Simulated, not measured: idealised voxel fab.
Module name: voxel gate over fins (process module)
We display cut, a cross-section 235 nm in width whose square cells are each 5 nm.
A cross-section in this document is a grid of square cells, and it is written down as bands, the top band listed before the ones below it; a band is made up of one or more rows of cells.
Band: top and bottom heights (nm) first, top before bottom; then materials from left to right, widths in nm. "throughout" marks a sole material filling the band edge to edge. "empty" denotes empty space.
Ref level 0: as-received wafer is one material below here. Bottom band extends down with no lower bound ("z 0 and below").
The expression "30 to 40" gives the width at the extremes of the band, the first number at its top row of cells and the second at its bottom row, with the width changing by equal amounts from each row to the next in between.
Where the words "remained unchanged" appear for a step, the cross-section shows no cell changed by that step; every cell remained as before.
The entry "Voids, fully enclosed" lists the empty spaces that cover at least 8 cells and have no open path to the top. Each is written as width x height at distance, where the distance is measured from the left edge and all three values are in nm.
after a step's settings: what the simulator itself notes on the step
overlay nm: where the mask lay relative to plan, measured to the right, on steps with a mask; negatives go left.
[The steps planned for the process are as follows]
- 1: RECEIVE [material Si]
- 2: CONFORMAL_DEP [material SiN] [thk nm 10]
- 3: DIRECTIONAL_DEP [material aC] [thk nm 10]
- 4: PATTERN [tone cover] [mask id FINS] [material resist] [width nm 15] [pitch nm 50] [thk nm 25] [overlay nm 0]
- 5: DIRECTIONAL_ETCH [etch materials aC] [depth nm 10]
- 6: STRIP [etch materials resist]
- 7: DIRECTIONAL_ETCH [etch materials SiN] [depth nm 10]
- 8: DIRECTIONAL_ETCH [etch materials Si] [depth nm 35]
- 9: STRIP [etch materials aC]
- 10: OXIDIZE [depth nm 5]
- 11: FILL_DEP [material SiO2] [thk nm 10]
- 12: CMP [height nm 10]
- 13: DIRECTIONAL_DEP [material aC] [thk nm 10]
- 14: PATTERN [tone open] [mask id RAIL] [material resist] [width nm 15] [thk nm 30] [overlay nm 0]
- 15: DIRECTIONAL_ETCH [etch materials aC] [depth nm 10]
- 16: STRIP [etch materials resist]
- 17: DIRECTIONAL_ETCH [etch materials SiO2] [depth nm 40]
- 18: STRIP [etch materials aC]
- 19: CONFORMAL_DEP [material TiN] [thk nm 5]
- 20: FILL_DEP [material Ru] [thk nm 5]
- 21: CMP [height nm 10]
- 22: SELECTIVE_ETCH [etch materials W Ru TiN] [depth nm 35]
- 23: FILL_DEP [material SiO2] [thk nm 5]
- 24: CMP [height nm 10]
- 25: SELECTIVE_ETCH [etch materials SiO2] [depth nm 25]
- 26: STRIP [etch materials SiN]
- 27: CONFORMAL_DEP [material HfO2] [thk nm 5]
- 28: CONFORMAL_DEP [material TiN] [thk nm 5]
- 29: CONFORMAL_DEP [material TiAl] [thk nm 5]
- 30: CONFORMAL_DEP [material TiN] [thk nm 5]
- 31: FILL_DEP [material W] [thk nm 10]
- 32: CMP [height nm 25]
- 33: CONFORMAL_DEP [material SiN] [thk nm 10]
[First of the two wafers, run per plan]
[Delivered wafer in cross-section: state after step 1]
	z 0 and below  Si throughout
	Voids, fully enclosed: none
[Wafer after step 2 (cross-section)]
	z 10 to 0  SiN throughout
	Whatever lies below 0 is exactly as it was before.
[Wafer after step 3 (cross-section)]
	z 20 to 10  aC throughout
	Whatever lies below 10 is exactly as it was before.
[Wafer after step 4 (cross-section)]
	z 45 to 20  empty 35, resist 15, empty 35, resist 15, empty 35, resist 15, empty 35, resist 15, empty 35
	Whatever lies below 20 is exactly as it was before.
[Wafer after step 5 (cross-section)]
	z 35 to 20  empty 35, resist 15, empty 35, resist 15, empty 35, resist 15, empty 35, resist 15, empty 35
	z 20 to 10  empty 35, aC 15, empty 35, aC 15, empty 35, aC 15, empty 35, aC 15, empty 35
	Whatever lies below 10 is exactly as it was before.
[Wafer after step 6 (cross-section)]
	z 20 to 10  empty 35, aC 15, empty 35, aC 15, empty 35, aC 15, empty 35, aC 15, empty 35
	Whatever lies below 10 is exactly as it was before.
[Wafer after step 7 (cross-section)]
	z 20 to 10  empty 35, aC 15, empty 35, aC 15, empty 35, aC 15, empty 35, aC 15, empty 35
	z 10 to 0  empty 35, SiN 15, empty 35, SiN 15, empty 35, SiN 15, empty 35, SiN 15, empty 35
	Whatever lies below 0 is exactly as it was before.
[Wafer after step 8 (cross-section)]
	z 20 to 10  empty 35, aC 15, empty 35, aC 15, empty 35, aC 15, empty 35, aC 15, empty 35
	z 10 to 0  empty 35, SiN 15, empty 35, SiN 15, empty 35, SiN 15, empty 35, SiN 15, empty 35
	z 0 to -35  empty 35, Si 15, empty 35, Si 15, empty 35, Si 15, empty 35, Si 15, empty 35
	Whatever lies below -35 is exactly as it was before.
[Wafer after step 9 (cross-section)]
	z 10 to 0  empty 35, SiN 15, empty 35, SiN 15, empty 35, SiN 15, empty 35, SiN 15, empty 35
	Whatever lies below 0 is exactly as it was before.
[Wafer after step 10 (cross-section)]
	z 10 to 0  empty 35, SiN 15, empty 35, SiN 15, empty 35, SiN 15, empty 35, SiN 15, empty 35
	z 0 to -35  empty 35, SiO2 5, Si 5, SiO2 5, empty 35, SiO2 5, Si 5, SiO2 5, empty 35, SiO2 5, Si 5, SiO2 5, empty 35, SiO2 5, Si 5, SiO2 5, empty 35
	z -35 to -40  SiO2 40, Si 5, SiO2 45, Si 5, SiO2 45, Si 5, SiO2 45, Si 5, SiO2 40
	Whatever lies below -40 is exactly as it was before.
[Wafer after step 11 (cross-section)]
	z 20 to 10  SiO2 throughout
	z 10 to 0  SiO2 35, SiN 15, SiO2 35, SiN 15, SiO2 35, SiN 15, SiO2 35, SiN 15, SiO2 35
	z 0 to -40  SiO2 40, Si 5, SiO2 45, Si 5, SiO2 45, Si 5, SiO2 45, Si 5, SiO2 40
	Whatever lies below -40 is exactly as it was before.
[Wafer after step 12 (cross-section)]
	z 10 to 0  SiO2 35, SiN 15, SiO2 35, SiN 15, SiO2 35, SiN 15, SiO2 35, SiN 15, SiO2 35
	Whatever lies below 0 is exactly as it was before.
[Wafer after step 13 (cross-section)]
	z 20 to 10  aC throughout
	Whatever lies below 10 is exactly as it was before.
[Wafer after step 14 (cross-section)]
	z 50 to 20  resist 60, empty 15, resist 160
	Whatever lies below 20 is exactly as it was before.
[Wafer after step 15 (cross-section)]
	z 40 to 20  resist 60, empty 15, resist 160
	z 20 to 10  aC 60, empty 15, aC 160
	Whatever lies below 10 is exactly as it was before.
[Wafer after step 16 (cross-section)]
	z 20 to 10  aC 60, empty 15, aC 160
	Whatever lies below 10 is exactly as it was before.
[Wafer after step 17 (cross-section)]
	z 20 to 10  aC 60, empty 15, aC 160
	z 10 to 0  SiO2 35, SiN 15, SiO2 10, empty 15, SiO2 10, SiN 15, SiO2 35, SiN 15, SiO2 35, SiN 15, SiO2 35
	z 0 to -30  SiO2 40, Si 5, SiO2 15, empty 15, SiO2 15, Si 5, SiO2 45, Si 5, SiO2 45, Si 5, SiO2 40
	Whatever lies below -30 is exactly as it was before.
[Wafer after step 18 (cross-section)]
	z 10 to 0  SiO2 35, SiN 15, SiO2 10, empty 15, SiO2 10, SiN 15, SiO2 35, SiN 15, SiO2 35, SiN 15, SiO2 35
	Whatever lies below 0 is exactly as it was before.
[Wafer after step 19 (cross-section)]
	z 15 to 10  TiN 65, empty 5, TiN 165
	z 10 to 0  SiO2 35, SiN 15, SiO2 10, TiN 5, empty 5, TiN 5, SiO2 10, SiN 15, SiO2 35, SiN 15, SiO2 35, SiN 15, SiO2 35
	z 0 to -25  SiO2 40, Si 5, SiO2 15, TiN 5, empty 5, TiN 5, SiO2 15, Si 5, SiO2 45, Si 5, SiO2 45, Si 5, SiO2 40
	z -25 to -30  SiO2 40, Si 5, SiO2 15, TiN 15, SiO2 15, Si 5, SiO2 45, Si 5, SiO2 45, Si 5, SiO2 40
	Whatever lies below -30 is exactly as it was before.
[Wafer after step 20 (cross-section)]
	z 20 to 15  Ru throughout
	z 15 to 10  TiN 65, Ru 5, TiN 165
	z 10 to 0  SiO2 35, SiN 15, SiO2 10, TiN 5, Ru 5, TiN 5, SiO2 10, SiN 15, SiO2 35, SiN 15, SiO2 35, SiN 15, SiO2 35
	z 0 to -25  SiO2 40, Si 5, SiO2 15, TiN 5, Ru 5, TiN 5, SiO2 15, Si 5, SiO2 45, Si 5, SiO2 45, Si 5, SiO2 40
	Whatever lies below -25 is exactly as it was before.
[Wafer after step 21 (cross-section)]
	z 10 to 0  SiO2 35, SiN 15, SiO2 10, TiN 5, Ru 5, TiN 5, SiO2 10, SiN 15, SiO2 35, SiN 15, SiO2 35, SiN 15, SiO2 35
	Whatever lies below 0 is exactly as it was before.
[Wafer after step 22 (cross-section)]
	z 10 to 0  SiO2 35, SiN 15, SiO2 10, empty 15, SiO2 10, SiN 15, SiO2 35, SiN 15, SiO2 35, SiN 15, SiO2 35
	z 0 to -25  SiO2 40, Si 5, SiO2 15, empty 15, SiO2 15, Si 5, SiO2 45, Si 5, SiO2 45, Si 5, SiO2 40
	Whatever lies below -25 is exactly as it was before.
[Wafer after step 23 (cross-section)]
	z 15 to 10  SiO2 throughout
	z 10 to 0  SiO2 35, SiN 15, SiO2 35, SiN 15, SiO2 35, SiN 15, SiO2 35, SiN 15, SiO2 35
	z 0 to -25  SiO2 40, Si 5, SiO2 45, Si 5, SiO2 45, Si 5, SiO2 45, Si 5, SiO2 40
	Whatever lies below -25 is exactly as it was before.
[Wafer after step 24 (cross-section)]
	z 10 to 0  SiO2 35, SiN 15, SiO2 35, SiN 15, SiO2 35, SiN 15, SiO2 35, SiN 15, SiO2 35
	Whatever lies below 0 is exactly as it was before.
[Wafer after step 25 (cross-section)]
	z 10 to 0  empty 35, SiN 15, empty 35, SiN 15, empty 35, SiN 15, empty 35, SiN 15, empty 35
	z 0 to -15  empty 40, Si 5, empty 45, Si 5, empty 45, Si 5, empty 45, Si 5, empty 40
	Whatever lies below -15 is exactly as it was before.
[Wafer after step 26 (cross-section)]
	z 0 to -15  empty 40, Si 5, empty 45, Si 5, empty 45, Si 5, empty 45, Si 5, empty 40
	Whatever lies below -15 is exactly as it was before.
[Wafer after step 27 (cross-section)]
	z 5 to 0  empty 35, HfO2 15, empty 35, HfO2 15, empty 35, HfO2 15, empty 35, HfO2 15, empty 35
	z 0 to -10  empty 35, HfO2 5, Si 5, HfO2 5, empty 35, HfO2 5, Si 5, HfO2 5, empty 35, HfO2 5, Si 5, HfO2 5, empty 35, HfO2 5, Si 5, HfO2 5, empty 35
	z -10 to -15  HfO2 40, Si 5, HfO2 45, Si 5, HfO2 45, Si 5, HfO2 45, Si 5, HfO2 40
	Whatever lies below -15 is exactly as it was before.
[Wafer after step 28 (cross-section)]
	z 10 to 5  empty 30, TiN 25, empty 25, TiN 25, empty 25, TiN 25, empty 25, TiN 25, empty 30
	z 5 to 0  empty 30, TiN 5, HfO2 15, TiN 5, empty 25, TiN 5, HfO2 15, TiN 5, empty 25, TiN 5, HfO2 15, TiN 5, empty 25, TiN 5, HfO2 15, TiN 5, empty 30
	z 0 to -5  empty 30, TiN 5, HfO2 5, Si 5, HfO2 5, TiN 5, empty 25, TiN 5, HfO2 5, Si 5, HfO2 5, TiN 5, empty 25, TiN 5, HfO2 5, Si 5, HfO2 5, TiN 5, empty 25, TiN 5, HfO2 5, Si 5, HfO2 5, TiN 5, empty 30
	z -5 to -10  TiN 35, HfO2 5, Si 5, HfO2 5, TiN 35, HfO2 5, Si 5, HfO2 5, TiN 35, HfO2 5, Si 5, HfO2 5, TiN 35, HfO2 5, Si 5, HfO2 5, TiN 35
	Whatever lies below -10 is exactly as it was before.
[Wafer after step 29 (cross-section)]
	z 15 to 10  empty 25, TiAl 35, empty 15, TiAl 35, empty 15, TiAl 35, empty 15, TiAl 35, empty 25
	z 10 to 5  empty 25, TiAl 5, TiN 25, TiAl 5, empty 15, TiAl 5, TiN 25, TiAl 5, empty 15, TiAl 5, TiN 25, TiAl 5, empty 15, TiAl 5, TiN 25, TiAl 5, empty 25
	z 5 to 0  empty 25, TiAl 5, TiN 5, HfO2 15, TiN 5, TiAl 5, empty 15, TiAl 5, TiN 5, HfO2 15, TiN 5, TiAl 5, empty 15, TiAl 5, TiN 5, HfO2 15, TiN 5, TiAl 5, empty 15, TiAl 5, TiN 5, HfO2 15, TiN 5, TiAl 5, empty 25
	z 0 to -5  TiAl 30, TiN 5, HfO2 5, Si 5, HfO2 5, TiN 5, TiAl 25, TiN 5, HfO2 5, Si 5, HfO2 5, TiN 5, TiAl 25, TiN 5, HfO2 5, Si 5, HfO2 5, TiN 5, TiAl 25, TiN 5, HfO2 5, Si 5, HfO2 5, TiN 5, TiAl 30
	Whatever lies below -5 is exactly as it was before.
[Wafer after step 30 (cross-section)]
	z 20 to 15  empty 20, TiN 45, empty 5, TiN 45, empty 5, TiN 45, empty 5, TiN 45, empty 20
	z 15 to 10  empty 20, TiN 5, TiAl 35, TiN 5, empty 5, TiN 5, TiAl 35, TiN 5, empty 5, TiN 5, TiAl 35, TiN 5, empty 5, TiN 5, TiAl 35, TiN 5, empty 20
	z 10 to 5  empty 20, TiN 5, TiAl 5, TiN 25, TiAl 5, TiN 5, empty 5, TiN 5, TiAl 5, TiN 25, TiAl 5, TiN 5, empty 5, TiN 5, TiAl 5, TiN 25, TiAl 5, TiN 5, empty 5, TiN 5, TiAl 5, TiN 25, TiAl 5, TiN 5, empty 20
	z 5 to 0  TiN 25, TiAl 5, TiN 5, HfO2 15, TiN 5, TiAl 5, TiN 15, TiAl 5, TiN 5, HfO2 15, TiN 5, TiAl 5, TiN 15, TiAl 5, TiN 5, HfO2 15, TiN 5, TiAl 5, TiN 15, TiAl 5, TiN 5, HfO2 15, TiN 5, TiAl 5, TiN 25
	Whatever lies below 0 is exactly as it was before.
[Wafer after step 31 (cross-section)]
	z 30 to 20  W throughout
	z 20 to 15  W 20, TiN 45, W 5, TiN 45, W 5, TiN 45, W 5, TiN 45, W 20
	z 15 to 10  W 20, TiN 5, TiAl 35, TiN 5, W 5, TiN 5, TiAl 35, TiN 5, W 5, TiN 5, TiAl 35, TiN 5, W 5, TiN 5, TiAl 35, TiN 5, W 20
	z 10 to 5  W 20, TiN 5, TiAl 5, TiN 25, TiAl 5, TiN 5, W 5, TiN 5, TiAl 5, TiN 25, TiAl 5, TiN 5, W 5, TiN 5, TiAl 5, TiN 25, TiAl 5, TiN 5, W 5, TiN 5, TiAl 5, TiN 25, TiAl 5, TiN 5, W 20
	Whatever lies below 5 is exactly as it was before.
[Wafer after step 32 (cross-section)]
	z 25 to 20  W throughout
	Whatever lies below 20 is exactly as it was before.
[Wafer after step 33 (cross-section)]
	z 35 to 25  SiN throughout
	Whatever lies below 25 is exactly as it was before.
[Wafer two: like wafer one in start and plan, but with one mistake in execution; identical up to and including step 7]
[Second wafer at the planned finish of step 8, seen in cross-section]
	z 20 to 10  empty 35, aC 15, empty 35, aC 15, empty 35, aC 15, empty 35, aC 15, empty 35
	z 10 to 0  empty 35, SiN 15, empty 35, SiN 15, empty 35, SiN 15, empty 35, SiN 15, empty 35
	z 0 to -70  empty 35, Si 15, empty 35, Si 15, empty 35, Si 15, empty 35, Si 15, empty 35
	Whatever lies below -70 is exactly as it was before.
[Second wafer at the planned finish of step 9, seen in cross-section]
	z 10 to 0  empty 35, SiN 15, empty 35, SiN 15, empty 35, SiN 15, empty 35, SiN 15, empty 35
	Whatever lies below 0 is exactly as it was before.
[Second wafer at the planned finish of step 10, seen in cross-section]
	z 10 to 0  empty 35, SiN 15, empty 35, SiN 15, empty 35, SiN 15, empty 35, SiN 15, empty 35
	z 0 to -70  empty 35, SiO2 5, Si 5, SiO2 5, empty 35, SiO2 5, Si 5, SiO2 5, empty 35, SiO2 5, Si 5, SiO2 5, empty 35, SiO2 5, Si 5, SiO2 5, empty 35
	z -70 to -75  SiO2 40, Si 5, SiO2 45, Si 5, SiO2 45, Si 5, SiO2 45, Si 5, SiO2 40
	Whatever lies below -75 is exactly as it was before.
[Second wafer at the planned finish of step 11, seen in cross-section]
	z 20 to 10  SiO2 throughout
	z 10 to 0  SiO2 35, SiN 15, SiO2 35, SiN 15, SiO2 35, SiN 15, SiO2 35, SiN 15, SiO2 35
	z 0 to -75  SiO2 40, Si 5, SiO2 45, Si 5, SiO2 45, Si 5, SiO2 45, Si 5, SiO2 40
	Whatever lies below -75 is exactly as it was before.
[Second wafer at the planned finish of step 12, seen in cross-section]
	z 10 to 0  SiO2 35, SiN 15, SiO2 35, SiN 15, SiO2 35, SiN 15, SiO2 35, SiN 15, SiO2 35
	Whatever lies below 0 is exactly as it was before.
[Second wafer at the planned finish of step 13, seen in cross-section]
	z 20 to 10  aC throughout
	Whatever lies below 10 is exactly as it was before.
[Second wafer at the planned finish of step 14, seen in cross-section]
	z 50 to 20  resist 60, empty 15, resist 160
	Whatever lies below 20 is exactly as it was before.
[Second wafer at the planned finish of step 15, seen in cross-section]
	z 40 to 20  resist 60, empty 15, resist 160
	z 20 to 10  aC 60, empty 15, aC 160
	Whatever lies below 10 is exactly as it was before.
[Second wafer at the planned finish of step 16, seen in cross-section]
	z 20 to 10  aC 60, empty 15, aC 160
	Whatever lies below 10 is exactly as it was before.
[Second wafer at the planned finish of step 17, seen in cross-section]
	z 20 to 10  aC 60, empty 15, aC 160
	z 10 to 0  SiO2 35, SiN 15, SiO2 10, empty 15, SiO2 10, SiN 15, SiO2 35, SiN 15, SiO2 35, SiN 15, SiO2 35
	z 0 to -30  SiO2 40, Si 5, SiO2 15, empty 15, SiO2 15, Si 5, SiO2 45, Si 5, SiO2 45, Si 5, SiO2 40
	Whatever lies below -30 is exactly as it was before.
[Second wafer at the planned finish of step 18, seen in cross-section]
	z 10 to 0  SiO2 35, SiN 15, SiO2 10, empty 15, SiO2 10, SiN 15, SiO2 35, SiN 15, SiO2 35, SiN 15, SiO2 35
	Whatever lies below 0 is exactly as it was before.
[Second wafer at the planned finish of step 19, seen in cross-section]
	z 15 to 10  TiN 65, empty 5, TiN 165
	z 10 to 0  SiO2 35, SiN 15, SiO2 10, TiN 5, empty 5, TiN 5, SiO2 10, SiN 15, SiO2 35, SiN 15, SiO2 35, SiN 15, SiO2 35
	z 0 to -25  SiO2 40, Si 5, SiO2 15, TiN 5, empty 5, TiN 5, SiO2 15, Si 5, SiO2 45, Si 5, SiO2 45, Si 5, SiO2 40
	z -25 to -30  SiO2 40, Si 5, SiO2 15, TiN 15, SiO2 15, Si 5, SiO2 45, Si 5, SiO2 45, Si 5, SiO2 40
	Whatever lies below -30 is exactly as it was before.
[Second wafer at the planned finish of step 20, seen in cross-section]
	z 20 to 15  Ru throughout
	z 15 to 10  TiN 65, Ru 5, TiN 165
	z 10 to 0  SiO2 35, SiN 15, SiO2 10, TiN 5, Ru 5, TiN 5, SiO2 10, SiN 15, SiO2 35, SiN 15, SiO2 35, SiN 15, SiO2 35
	z 0 to -25  SiO2 40, Si 5, SiO2 15, TiN 5, Ru 5, TiN 5, SiO2 15, Si 5, SiO2 45, Si 5, SiO2 45, Si 5, SiO2 40
	Whatever lies below -25 is exactly as it was before.
[Second wafer at the planned finish of step 21, seen in cross-section]
	z 10 to 0  SiO2 35, SiN 15, SiO2 10, TiN 5, Ru 5, TiN 5, SiO2 10, SiN 15, SiO2 35, SiN 15, SiO2 35, SiN 15, SiO2 35
	Whatever lies below 0 is exactly as it was before.
[Second wafer at the planned finish of step 22, seen in cross-section]
	z 10 to 0  SiO2 35, SiN 15, SiO2 10, empty 15, SiO2 10, SiN 15, SiO2 35, SiN 15, SiO2 35, SiN 15, SiO2 35
	z 0 to -25  SiO2 40, Si 5, SiO2 15, empty 15, SiO2 15, Si 5, SiO2 45, Si 5, SiO2 45, Si 5, SiO2 40
	Whatever lies below -25 is exactly as it was before.
[Second wafer at the planned finish of step 23, seen in cross-section]
	z 15 to 10  SiO2 throughout
	z 10 to 0  SiO2 35, SiN 15, SiO2 35, SiN 15, SiO2 35, SiN 15, SiO2 35, SiN 15, SiO2 35
	z 0 to -25  SiO2 40, Si 5, SiO2 45, Si 5, SiO2 45, Si 5, SiO2 45, Si 5, SiO2 40
	Whatever lies below -25 is exactly as it was before.
[Second wafer at the planned finish of step 24, seen in cross-section]
	z 10 to 0  SiO2 35, SiN 15, SiO2 35, SiN 15, SiO2 35, SiN 15, SiO2 35, SiN 15, SiO2 35
	Whatever lies below 0 is exactly as it was before.
[Second wafer at the planned finish of step 25, seen in cross-section]
	z 10 to 0  empty 35, SiN 15, empty 35, SiN 15, empty 35, SiN 15, empty 35, SiN 15, empty 35
	z 0 to -15  empty 40, Si 5, empty 45, Si 5, empty 45, Si 5, empty 45, Si 5, empty 40
	Whatever lies below -15 is exactly as it was before.
[Second wafer at the planned finish of step 26, seen in cross-section]
	z 0 to -15  empty 40, Si 5, empty 45, Si 5, empty 45, Si 5, empty 45, Si 5, empty 40
	Whatever lies below -15 is exactly as it was before.
[Second wafer at the planned finish of step 27, seen in cross-section]
	z 5 to 0  empty 35, HfO2 15, empty 35, HfO2 15, empty 35, HfO2 15, empty 35, HfO2 15, empty 35
	z 0 to -10  empty 35, HfO2 5, Si 5, HfO2 5, empty 35, HfO2 5, Si 5, HfO2 5, empty 35, HfO2 5, Si 5, HfO2 5, empty 35, HfO2 5, Si 5, HfO2 5, empty 35
	z -10 to -15  HfO2 40, Si 5, HfO2 45, Si 5, HfO2 45, Si 5, HfO2 45, Si 5, HfO2 40
	Whatever lies below -15 is exactly as it was before.
[Second wafer at the planned finish of step 28, seen in cross-section]
	z 10 to 5  empty 30, TiN 25, empty 25, TiN 25, empty 25, TiN 25, empty 25, TiN 25, empty 30
	z 5 to 0  empty 30, TiN 5, HfO2 15, TiN 5, empty 25, TiN 5, HfO2 15, TiN 5, empty 25, TiN 5, HfO2 15, TiN 5, empty 25, TiN 5, HfO2 15, TiN 5, empty 30
	z 0 to -5  empty 30, TiN 5, HfO2 5, Si 5, HfO2 5, TiN 5, empty 25, TiN 5, HfO2 5, Si 5, HfO2 5, TiN 5, empty 25, TiN 5, HfO2 5, Si 5, HfO2 5, TiN 5, empty 25, TiN 5, HfO2 5, Si 5, HfO2 5, TiN 5, empty 30
	z -5 to -10  TiN 35, HfO2 5, Si 5, HfO2 5, TiN 35, HfO2 5, Si 5, HfO2 5, TiN 35, HfO2 5, Si 5, HfO2 5, TiN 35, HfO2 5, Si 5, HfO2 5, TiN 35
	Whatever lies below -10 is exactly as it was before.
[Second wafer at the planned finish of step 29, seen in cross-section]
	z 15 to 10  empty 25, TiAl 35, empty 15, TiAl 35, empty 15, TiAl 35, empty 15, TiAl 35, empty 25
	z 10 to 5  empty 25, TiAl 5, TiN 25, TiAl 5, empty 15, TiAl 5, TiN 25, TiAl 5, empty 15, TiAl 5, TiN 25, TiAl 5, empty 15, TiAl 5, TiN 25, TiAl 5, empty 25
	z 5 to 0  empty 25, TiAl 5, TiN 5, HfO2 15, TiN 5, TiAl 5, empty 15, TiAl 5, TiN 5, HfO2 15, TiN 5, TiAl 5, empty 15, TiAl 5, TiN 5, HfO2 15, TiN 5, TiAl 5, empty 15, TiAl 5, TiN 5, HfO2 15, TiN 5, TiAl 5, empty 25
	z 0 to -5  TiAl 30, TiN 5, HfO2 5, Si 5, HfO2 5, TiN 5, TiAl 25, TiN 5, HfO2 5, Si 5, HfO2 5, TiN 5, TiAl 25, TiN 5, HfO2 5, Si 5, HfO2 5, TiN 5, TiAl 25, TiN 5, HfO2 5, Si 5, HfO2 5, TiN 5, TiAl 30
	Whatever lies below -5 is exactly as it was before.
[Second wafer at the planned finish of step 30, seen in cross-section]
	z 20 to 15  empty 20, TiN 45, empty 5, TiN 45, empty 5, TiN 45, empty 5, TiN 45, empty 20
	z 15 to 10  empty 20, TiN 5, TiAl 35, TiN 5, empty 5, TiN 5, TiAl 35, TiN 5, empty 5, TiN 5, TiAl 35, TiN 5, empty 5, TiN 5, TiAl 35, TiN 5, empty 20
	z 10 to 5  empty 20, TiN 5, TiAl 5, TiN 25, TiAl 5, TiN 5, empty 5, TiN 5, TiAl 5, TiN 25, TiAl 5, TiN 5, empty 5, TiN 5, TiAl 5, TiN 25, TiAl 5, TiN 5, empty 5, TiN 5, TiAl 5, TiN 25, TiAl 5, TiN 5, empty 20
	z 5 to 0  TiN 25, TiAl 5, TiN 5, HfO2 15, TiN 5, TiAl 5, TiN 15, TiAl 5, TiN 5, HfO2 15, TiN 5, TiAl 5, TiN 15, TiAl 5, TiN 5, HfO2 15, TiN 5, TiAl 5, TiN 15, TiAl 5, TiN 5, HfO2 15, TiN 5, TiAl 5, TiN 25
	Whatever lies below 0 is exactly as it was before.
[Second wafer at the planned finish of step 31, seen in cross-section]
	z 30 to 20  W throughout
	z 20 to 15  W 20, TiN 45, W 5, TiN 45, W 5, TiN 45, W 5, TiN 45, W 20
	z 15 to 10  W 20, TiN 5, TiAl 35, TiN 5, W 5, TiN 5, TiAl 35, TiN 5, W 5, TiN 5, TiAl 35, TiN 5, W 5, TiN 5, TiAl 35, TiN 5, W 20
	z 10 to 5  W 20, TiN 5, TiAl 5, TiN 25, TiAl 5, TiN 5, W 5, TiN 5, TiAl 5, TiN 25, TiAl 5, TiN 5, W 5, TiN 5, TiAl 5, TiN 25, TiAl 5, TiN 5, W 5, TiN 5, TiAl 5, TiN 25, TiAl 5, TiN 5, W 20
	Whatever lies below 5 is exactly as it was before.
[Second wafer at the planned finish of step 32, seen in cross-section]
	z 25 to 20  W throughout
	Whatever lies below 20 is exactly as it was before.
[Second wafer at the planned finish of step 33, seen in cross-section]
	z 35 to 25  SiN throughout
	Whatever lies below 25 is exactly as it was before.
Deviation from plan: the plan had its step 8 run twice
In the final state, the cell counts of the second wafer exceed or fall short of those of the first for the following materials: Si: 301 fewer; SiO2: 301 more
